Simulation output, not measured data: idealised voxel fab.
process module | voxel self aligned contacts
cross-section cut | 245 nm wide | cells 5 nm
A cross-section is a grid of square cells, given in bands from the top down. A band is one or more rows of cells.
Each band's line starts with the height of the band's top and of its bottom, in nm. Then come its materials from left to right, each with its width in nm. One material with "throughout" fills the band from edge to edge. "air" is empty space.
Height 0 is the level under which the wafer as received is all one material. The lowest band goes on downwards, as in "0 down".
A width such as "30 to 40" changes by the same amount from each row of cells to the next, from the band's top row to its bottom row.
"no change" after a step means that no cell of the cross-section changed.
closed voids: empty space of 8 cells or more with no open way to the top, each as width x height at its distance from the left edge, in nm
after a step's settings: what the simulator itself notes on the step
overlay nm, on a step with a mask: how far to the right of its planned place the mask lay; to the left if negative
plan
1 op RECEIVE | material Si
2 op OXIDIZE | depth nm 5
3 op DIRECTIONAL_DEP | material polySi | thk nm 20
4 op DIRECTIONAL_DEP | material SiN | thk nm 20
5 op PATTERN | tone cover | mask id GATE | material resist | width nm 35 | pitch nm 60 | thk nm 20 | overlay nm 0
6 op DIRECTIONAL_ETCH | etch materials SiN | depth nm 20
7 op DIRECTIONAL_ETCH | etch materials polySi | depth nm 20
8 op STRIP | etch materials resist
9 op CONFORMAL_DEP | material SiN | thk nm 5
10 op DIRECTIONAL_ETCH | etch materials SiN | depth nm 5
11 op FILL_DEP | material SiO2 | thk nm 10
12 op CMP | height nm 45
13 op MASKED_ETCH | tone open | mask id CONTACT | width nm 45 | etch materials SiO2 | depth nm 50 | overlay nm 0
14 op CONFORMAL_DEP | material TiN | thk nm 5
15 op FILL_DEP | material W | thk nm 10
16 op CMP | height nm 45
17 op CONFORMAL_DEP | material SiN | thk nm 5
first wafer, as planned
as received, after step 1
  0 down: Si throughout
  closed voids: none
after step 2
  0 to -5: SiO2 throughout
  below -5: unchanged
after step 3
  20 to 0: polySi throughout
  below 0: unchanged
after step 4
  40 to 20: SiN throughout
  below 20: unchanged
after step 5
  60 to 40: air 75 | resist 35 | air 25 | resist 35 | air 75
  below 40: unchanged
after step 6
  60 to 40: air 75 | resist 35 | air 25 | resist 35 | air 75
  40 to 20: air 75 | SiN 35 | air 25 | SiN 35 | air 75
  below 20: unchanged
after step 7
  60 to 40: air 75 | resist 35 | air 25 | resist 35 | air 75
  40 to 20: air 75 | SiN 35 | air 25 | SiN 35 | air 75
  20 to 0: air 75 | polySi 35 | air 25 | polySi 35 | air 75
  below 0: unchanged
after step 8
  40 to 20: air 75 | SiN 35 | air 25 | SiN 35 | air 75
  below 20: unchanged
after step 9
  45 to 20: air 70 | SiN 45 | air 15 | SiN 45 | air 70
  20 to 5: air 70 | SiN 5 | polySi 35 | SiN 5 | air 15 | SiN 5 | polySi 35 | SiN 5 | air 70
  5 to 0: SiN 75 | polySi 35 | SiN 25 | polySi 35 | SiN 75
  below 0: unchanged
after step 10
  40 to 20: air 70 | SiN 45 | air 15 | SiN 45 | air 70
  20 to 0: air 70 | SiN 5 | polySi 35 | SiN 5 | air 15 | SiN 5 | polySi 35 | SiN 5 | air 70
  below 0: unchanged
after step 11
  50 to 40: SiO2 throughout
  40 to 20: SiO2 70 | SiN 45 | SiO2 15 | SiN 45 | SiO2 70
  20 to 0: SiO2 70 | SiN 5 | polySi 35 | SiN 5 | SiO2 15 | SiN 5 | polySi 35 | SiN 5 | SiO2 70
  below 0: unchanged
after step 12
  45 to 40: SiO2 throughout
  below 40: unchanged
after step 13
  45 to 40: SiO2 100 | air 45 | SiO2 100
  40 to 20: SiO2 70 | SiN 45 | air 15 | SiN 45 | SiO2 70
  20 to 0: SiO2 70 | SiN 5 | polySi 35 | SiN 5 | air 15 | SiN 5 | polySi 35 | SiN 5 | SiO2 70
  0 to -5: SiO2 115 | air 15 | SiO2 115
  below -5: unchanged
after step 14
  50 to 45: TiN 105 | air 35 | TiN 105
  45 to 40: SiO2 100 | TiN 20 | air 5 | TiN 20 | SiO2 100
  40 to 20: SiO2 70 | SiN 45 | TiN 5 | air 5 | TiN 5 | SiN 45 | SiO2 70
  20 to 0: SiO2 70 | SiN 5 | polySi 35 | SiN 5 | TiN 5 | air 5 | TiN 5 | SiN 5 | polySi 35 | SiN 5 | SiO2 70
  0 to -5: SiO2 115 | TiN 15 | SiO2 115
  below -5: unchanged
after step 15
  60 to 50: W throughout
  50 to 45: TiN 105 | W 35 | TiN 105
  45 to 40: SiO2 100 | TiN 20 | W 5 | TiN 20 | SiO2 100
  40 to 20: SiO2 70 | SiN 45 | TiN 5 | W 5 | TiN 5 | SiN 45 | SiO2 70
  20 to 0: SiO2 70 | SiN 5 | polySi 35 | SiN 5 | TiN 5 | W 5 | TiN 5 | SiN 5 | polySi 35 | SiN 5 | SiO2 70
  below 0: unchanged
after step 16
  45 to 40: SiO2 100 | TiN 20 | W 5 | TiN 20 | SiO2 100
  below 40: unchanged
after step 17
  50 to 45: SiN throughout
  below 45: unchanged
second wafer: like start, like plan, one mistake. Through step 12 it matches the first wafer
when step 13 should have ended
  45 to 40: air 100 | SiO2 45 | air 100
  40 to 20: air 70 | SiN 45 | SiO2 15 | SiN 45 | air 70
  20 to 0: air 70 | SiN 5 | polySi 35 | SiN 5 | SiO2 15 | SiN 5 | polySi 35 | SiN 5 | air 70
  0 to -5: air 70 | SiO2 105 | air 70
  below -5: unchanged
when step 14 should have ended
  50 to 45: air 95 | TiN 55 | air 95
  45 to 40: air 65 | TiN 35 | SiO2 45 | TiN 35 | air 65
  40 to 20: air 65 | TiN 5 | SiN 45 | SiO2 15 | SiN 45 | TiN 5 | air 65
  20 to 0: air 65 | TiN 5 | SiN 5 | polySi 35 | SiN 5 | SiO2 15 | SiN 5 | polySi 35 | SiN 5 | TiN 5 | air 65
  0 to -5: TiN 70 | SiO2 105 | TiN 70
  below -5: unchanged
when step 15 should have ended
  60 to 50: W throughout
  50 to 45: W 95 | TiN 55 | W 95
  45 to 40: W 65 | TiN 35 | SiO2 45 | TiN 35 | W 65
  40 to 20: W 65 | TiN 5 | SiN 45 | SiO2 15 | SiN 45 | TiN 5 | W 65
  20 to 0: W 65 | TiN 5 | SiN 5 | polySi 35 | SiN 5 | SiO2 15 | SiN 5 | polySi 35 | SiN 5 | TiN 5 | W 65
  below 0: unchanged
when step 16 should have ended
  45 to 40: W 65 | TiN 35 | SiO2 45 | TiN 35 | W 65
  below 40: unchanged
when step 17 should have ended
  50 to 45: SiN throughout
  below 45: unchanged
what went wrong: step 13 ran as: op MASKED_ETCH | tone cover | mask id CONTACT | width nm 45 | etch materials SiO2 | depth nm 50 | overlay nm 0
at the end the second wafer has, in cells: 256 fewer of SiO2 | 31 more of TiN | 225 more of W
